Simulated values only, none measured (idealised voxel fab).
The name of this process module is voxel self aligned contacts.
cross-section cut | 260 nm wide | cells 5 nm
Notation: cross-section as square-cell grid; stated in bands, top first, going down; one or more cell rows per band. First you get the band's top height and its bottom height, in nm, and then the materials it's made of, left to right, with each width in nm. If you see a single material with "everywhere", that one covers the band edge to edge. "air" is empty space. For the purposes of this specification, 0 denotes the height below which the wafer in its as-received condition is composed wholly of one material, and the lowermost band, lacking a lower limit, extends downward without end, as expressed in "top 0, no bottom". Graded width ("30->40"): value in top row of band = first number; value in bottom row = second number; row-to-row change constant. "no alterations made" for a step: no cell of the cross-section changed in that step. "Closed internal voids" means: voids of 8 cells or more that are shut off from the top with no open way through. Written width x height at distance, distance from the left edge, in nm. That trailing text on a step's line, after the settings, is the simulator's own remark on the step. overlay nm: on a step with a mask, how far right of its planned place the mask lay; negative means left.

### List of planned process steps
| 1 | RECEIVE,material Si |
| 2 | CONFORMAL_DEP,material SiO2,thk nm 5 |
| 3 | DIRECTIONAL_DEP,material polySi,thk nm 25 |
| 4 | DIRECTIONAL_DEP,material SiN,thk nm 25 |
| 5 | PATTERN,tone cover,mask id GATE,material resist,width nm 25,pitch nm 70,thk nm 20,overlay nm 0 |
| 6 | DIRECTIONAL_ETCH,etch materials SiN,depth nm 25 |
| 7 | DIRECTIONAL_ETCH,etch materials polySi,depth nm 25 |
| 8 | STRIP,etch materials resist |
| 9 | CONFORMAL_DEP,material SiN,thk nm 10 |
| 10 | DIRECTIONAL_ETCH,etch materials SiN,depth nm 10 |
| 11 | FILL_DEP,material SiO2,thk nm 20 |
| 12 | CMP,height nm 65 |
| 13 | MASKED_ETCH,tone open,mask id CONTACT,width nm 55,etch materials SiO2,depth nm 65,overlay nm 0 |
| 14 | CONFORMAL_DEP,material TiN,thk nm 5 |
| 15 | FILL_DEP,material Ru,thk nm 5 |
| 16 | CMP,height nm 65 |
| 17 | CONFORMAL_DEP,material SiN,thk nm 5 |

### Incoming wafer in cross-section (state: after step 1)
  top 0, no bottom = Si everywhere
  Closed internal voids: none

### first wafer at the end, as planned
  top 70, bottom 65 = SiN everywhere
  top 65, bottom 55 = SiO2 100 | TiN 5->20 | Ru 45->15 | TiN 5->20 | SiO2 105
  top 55, bottom 30 = SiO2 70 | SiN 45 | TiN 5 | Ru 15 | TiN 5 | SiN 45 | SiO2 75
  top 30, bottom 5 = SiO2 70 | SiN 10 | polySi 25 | SiN 10 | TiN 5 | Ru 15 | TiN 5 | SiN 10 | polySi 25 | SiN 10 | SiO2 75
  top 5, bottom 0 = SiO2 115 | TiN 25 | SiO2 120
  top 0, no bottom = Si everywhere
  Closed internal voids: none

### Cross-section at end of module for the second wafer of two, which matched the first in starting point and plan and differed by one mistake in its processing
  top 70, bottom 65 = SiN everywhere
  top 65, bottom 55 = SiO2 100 | TiN 5->15 | Ru 45->25 | TiN 5->15 | SiO2 105
  top 55, bottom 30 = SiO2 75 | SiN 35 | TiN 5 | Ru 25 | TiN 5 | SiN 35 | SiO2 80
  top 30, bottom 5 = SiO2 75 | SiN 10 | polySi 15 | SiN 10 | TiN 5 | Ru 25 | TiN 5 | SiN 10 | polySi 15 | SiN 10 | SiO2 80
  top 5, bottom 0 = SiO2 110 | TiN 35 | SiO2 115
  top 0, no bottom = Si everywhere
  Closed internal voids: none
Processing error: step 5 ran differently from the plan; actual operation with settings: PATTERN,tone cover,mask id GATE,material resist,width nm 15,pitch nm 70,thk nm 20,overlay nm 0
Once processing is complete, comparing cell counts shows that the second wafer has more or fewer of certain materials than the first: 22 more of Ru, 20 fewer of SiN, 18 more of SiO2, 20 fewer of polySi
